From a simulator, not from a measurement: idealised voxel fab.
You're looking at the process module voxel quadruple lines.
Cross-section cut: width 255 nm, square cells of 5 nm.
Cross-section spec: square-cell grid; bands listed top down; each band is one or more rows.
Heights first: top, then bottom, in nm. Then materials, left to right, each with a width in nm. "throughout" on a single material: fills the band edge to edge. "empty": empty space.
Where do heights start? At 0: under that level the wafer as delivered is made of one material only. And the lowest band has no floor; it just carries on downward, as in "0..down".
Top row gets the first number, bottom row gets the second, and each row in between changes by the same step: that is how a band width like "30..40" works.
When a step is marked "no change occurred", none of the cells in the cross-section changed during that step.
For the entry "Enclosed cavity list", the listed items are empty spaces with no open way to the top whose size is 8 cells or more; each item follows the pattern width x height at distance, where distance is from the left edge and all three are in nm.
Whatever follows a step's settings on its line is a remark the simulator itself makes about that step.
The "overlay nm" setting may appear on a step's line; for a step that uses a mask, it gives how far to the right of its planned position the mask lay, and a negative value indicates the left.
## List of planned process steps
1. RECEIVE,material Si
2. CONFORMAL_DEP,material Al2O3,thk nm 5
3. DIRECTIONAL_DEP,material W,thk nm 15
4. DIRECTIONAL_DEP,material polySi,thk nm 20
5. DIRECTIONAL_DEP,material aC,thk nm 20
6. PATTERN,tone cover,mask id MANDREL,material resist,width nm 20,pitch nm 60,thk nm 25,overlay nm 0
7. DIRECTIONAL_ETCH,etch materials aC,depth nm 20
8. STRIP,etch materials resist
9. CONFORMAL_DEP,material SiO2,thk nm 10
10. DIRECTIONAL_ETCH,etch materials SiO2,depth nm 10
11. STRIP,etch materials aC
12. DIRECTIONAL_ETCH,etch materials polySi,depth nm 20
13. STRIP,etch materials SiO2
14. CONFORMAL_DEP,material SiN,thk nm 5
15. DIRECTIONAL_ETCH,etch materials SiN,depth nm 5
16. STRIP,etch materials polySi
17. DIRECTIONAL_ETCH,etch materials W,depth nm 15
18. STRIP,etch materials SiN
19. FILL_DEP,material lowk,thk nm 5
20. CMP,height nm 20
## First of two wafers - as planned
## Cross-section, incoming material, after step 1
    0..down: Si throughout
    Enclosed cavity list: none
## The wafer, seen in cross-section, after step 2
    5..0: Al2O3 throughout
    Below a height of 0, the structure has not been altered.
## The wafer, seen in cross-section, after step 3
    20..5: W throughout
    Below a height of 5, the structure has not been altered.
## The wafer, seen in cross-section, after step 4
    40..20: polySi throughout
    Below a height of 20, the structure has not been altered.
## The wafer, seen in cross-section, after step 5
    60..40: aC throughout
    Below a height of 40, the structure has not been altered.
## The wafer, seen in cross-section, after step 6
    85..60: empty 85 | resist 20 | empty 40 | resist 20 | empty 90
    Below a height of 60, the structure has not been altered.
## The wafer, seen in cross-section, after step 7
    65..60: empty 85 | resist 20 | empty 40 | resist 20 | empty 90
    60..40: empty 85 | aC 20 | empty 40 | aC 20 | empty 90
    Below a height of 40, the structure has not been altered.
## The wafer, seen in cross-section, after step 8
    60..40: empty 85 | aC 20 | empty 40 | aC 20 | empty 90
    Below a height of 40, the structure has not been altered.
## The wafer, seen in cross-section, after step 9
    70..60: empty 75 | SiO2 40 | empty 20 | SiO2 40 | empty 80
    60..50: empty 75 | SiO2 10 | aC 20 | SiO2 10 | empty 20 | SiO2 10 | aC 20 | SiO2 10 | empty 80
    50..40: SiO2 85 | aC 20 | SiO2 40 | aC 20 | SiO2 90
    Below a height of 40, the structure has not been altered.
## The wafer, seen in cross-section, after step 10
    60..40: empty 75 | SiO2 10 | aC 20 | SiO2 10 | empty 20 | SiO2 10 | aC 20 | SiO2 10 | empty 80
    Below a height of 40, the structure has not been altered.
## The wafer, seen in cross-section, after step 11
    60..40: empty 75 | SiO2 10 | empty 20 | SiO2 10 | empty 20 | SiO2 10 | empty 20 | SiO2 10 | empty 80
    Below a height of 40, the structure has not been altered.
## The wafer, seen in cross-section, after step 12
    60..40: empty 75 | SiO2 10 | empty 20 | SiO2 10 | empty 20 | SiO2 10 | empty 20 | SiO2 10 | empty 80
    40..20: empty 75 | polySi 10 | empty 20 | polySi 10 | empty 20 | polySi 10 | empty 20 | polySi 10 | empty 80
    Below a height of 20, the structure has not been altered.
## The wafer, seen in cross-section, after step 13
    40..20: empty 75 | polySi 10 | empty 20 | polySi 10 | empty 20 | polySi 10 | empty 20 | polySi 10 | empty 80
    Below a height of 20, the structure has not been altered.
## The wafer, seen in cross-section, after step 14
    45..40: empty 70 | SiN 20 | empty 10 | SiN 20 | empty 10 | SiN 20 | empty 10 | SiN 20 | empty 75
    40..25: empty 70 | SiN 5 | polySi 10 | SiN 5 | empty 10 | SiN 5 | polySi 10 | SiN 5 | empty 10 | SiN 5 | polySi 10 | SiN 5 | empty 10 | SiN 5 | polySi 10 | SiN 5 | empty 75
    25..20: SiN 75 | polySi 10 | SiN 20 | polySi 10 | SiN 20 | polySi 10 | SiN 20 | polySi 10 | SiN 80
    Below a height of 20, the structure has not been altered.
## The wafer, seen in cross-section, after step 15
    40..20: empty 70 | SiN 5 | polySi 10 | SiN 5 | empty 10 | SiN 5 | polySi 10 | SiN 5 | empty 10 | SiN 5 | polySi 10 | SiN 5 | empty 10 | SiN 5 | polySi 10 | SiN 5 | empty 75
    Below a height of 20, the structure has not been altered.
## The wafer, seen in cross-section, after step 16
    40..20: empty 70 | SiN 5 | empty 10 | SiN 5 | empty 10 | SiN 5 | empty 10 | SiN 5 | empty 10 | SiN 5 | empty 10 | SiN 5 | empty 10 | SiN 5 | empty 10 | SiN 5 | empty 75
    Below a height of 20, the structure has not been altered.
## The wafer, seen in cross-section, after step 17
    40..20: empty 70 | SiN 5 | empty 10 | SiN 5 | empty 10 | SiN 5 | empty 10 | SiN 5 | empty 10 | SiN 5 | empty 10 | SiN 5 | empty 10 | SiN 5 | empty 10 | SiN 5 | empty 75
    20..5: empty 70 | W 5 | empty 10 | W 5 | empty 10 | W 5 | empty 10 | W 5 | empty 10 | W 5 | empty 10 | W 5 | empty 10 | W 5 | empty 10 | W 5 | empty 75
    Below a height of 5, the structure has not been altered.
## The wafer, seen in cross-section, after step 18
    20..5: empty 70 | W 5 | empty 10 | W 5 | empty 10 | W 5 | empty 10 | W 5 | empty 10 | W 5 | empty 10 | W 5 | empty 10 | W 5 | empty 10 | W 5 | empty 75
    Below a height of 5, the structure has not been altered.
## The wafer, seen in cross-section, after step 19
    25..20: lowk throughout
    20..5: lowk 70 | W 5 | lowk 10 | W 5 | lowk 10 | W 5 | lowk 10 | W 5 | lowk 10 | W 5 | lowk 10 | W 5 | lowk 10 | W 5 | lowk 10 | W 5 | lowk 75
    Below a height of 5, the structure has not been altered.
## The wafer, seen in cross-section, after step 20
    20..5: lowk 70 | W 5 | lowk 10 | W 5 | lowk 10 | W 5 | lowk 10 | W 5 | lowk 10 | W 5 | lowk 10 | W 5 | lowk 10 | W 5 | lowk 10 | W 5 | lowk 75
    Below a height of 5, the structure has not been altered.
## Second wafer - shared start and plan with the first - one error in running - same as the first up to step 2 inclusive
## Cross-section of the second wafer at the time by which step 3 should have been completed according to the plan
    25..5: polySi throughout
    Below a height of 5, the structure has not been altered.
## Cross-section of the second wafer at the time by which step 4 should have been completed according to the plan
    40..25: W throughout
    Below a height of 25, the structure has not been altered.
## Cross-section of the second wafer at the time by which step 5 should have been completed according to the plan
    60..40: aC throughout
    Below a height of 40, the structure has not been altered.
## Cross-section of the second wafer at the time by which step 6 should have been completed according to the plan
    85..60: empty 85 | resist 20 | empty 40 | resist 20 | empty 90
    Below a height of 60, the structure has not been altered.
## Cross-section of the second wafer at the time by which step 7 should have been completed according to the plan
    65..60: empty 85 | resist 20 | empty 40 | resist 20 | empty 90
    60..40: empty 85 | aC 20 | empty 40 | aC 20 | empty 90
    Below a height of 40, the structure has not been altered.
## Cross-section of the second wafer at the time by which step 8 should have been completed according to the plan
    60..40: empty 85 | aC 20 | empty 40 | aC 20 | empty 90
    Below a height of 40, the structure has not been altered.
## Cross-section of the second wafer at the time by which step 9 should have been completed according to the plan
    70..60: empty 75 | SiO2 40 | empty 20 | SiO2 40 | empty 80
    60..50: empty 75 | SiO2 10 | aC 20 | SiO2 10 | empty 20 | SiO2 10 | aC 20 | SiO2 10 | empty 80
    50..40: SiO2 85 | aC 20 | SiO2 40 | aC 20 | SiO2 90
    Below a height of 40, the structure has not been altered.
## Cross-section of the second wafer at the time by which step 10 should have been completed according to the plan
    60..40: empty 75 | SiO2 10 | aC 20 | SiO2 10 | empty 20 | SiO2 10 | aC 20 | SiO2 10 | empty 80
    Below a height of 40, the structure has not been altered.
## Cross-section of the second wafer at the time by which step 11 should have been completed according to the plan
    60..40: empty 75 | SiO2 10 | empty 20 | SiO2 10 | empty 20 | SiO2 10 | empty 20 | SiO2 10 | empty 80
    Below a height of 40, the structure has not been altered.
Cross-section of the second wafer at the time by which step 12 should have been completed according to the plan: no change occurred
## Cross-section of the second wafer at the time by which step 13 should have been completed according to the plan
    40..25: W throughout
    Below a height of 25, the structure has not been altered.
## Cross-section of the second wafer at the time by which step 14 should have been completed according to the plan
    45..40: SiN throughout
    Below a height of 40, the structure has not been altered.
## Cross-section of the second wafer at the time by which step 15 should have been completed according to the plan
    40..25: W throughout
    Below a height of 25, the structure has not been altered.
Cross-section of the second wafer at the time by which step 16 should have been completed according to the plan: no change occurred
## Cross-section of the second wafer at the time by which step 17 should have been completed according to the plan
    25..5: polySi throughout
    Below a height of 5, the structure has not been altered.
Cross-section of the second wafer at the time by which step 18 should have been completed according to the plan: no change occurred
## Cross-section of the second wafer at the time by which step 19 should have been completed according to the plan
    30..25: lowk throughout
    Below a height of 25, the structure has not been altered.
## Cross-section of the second wafer at the time by which step 20 should have been completed according to the plan
    20..5: polySi throughout
    Below a height of 5, the structure has not been altered.
It is concluded that the wafer was processed incorrectly with respect to the plan, in that steps 3 and 4 got flipped, so each one ran where the other should have
Once processing is complete, comparing cell counts shows that the second wafer has more or fewer of certain materials than the first: W -24, lowk -129, polySi +153
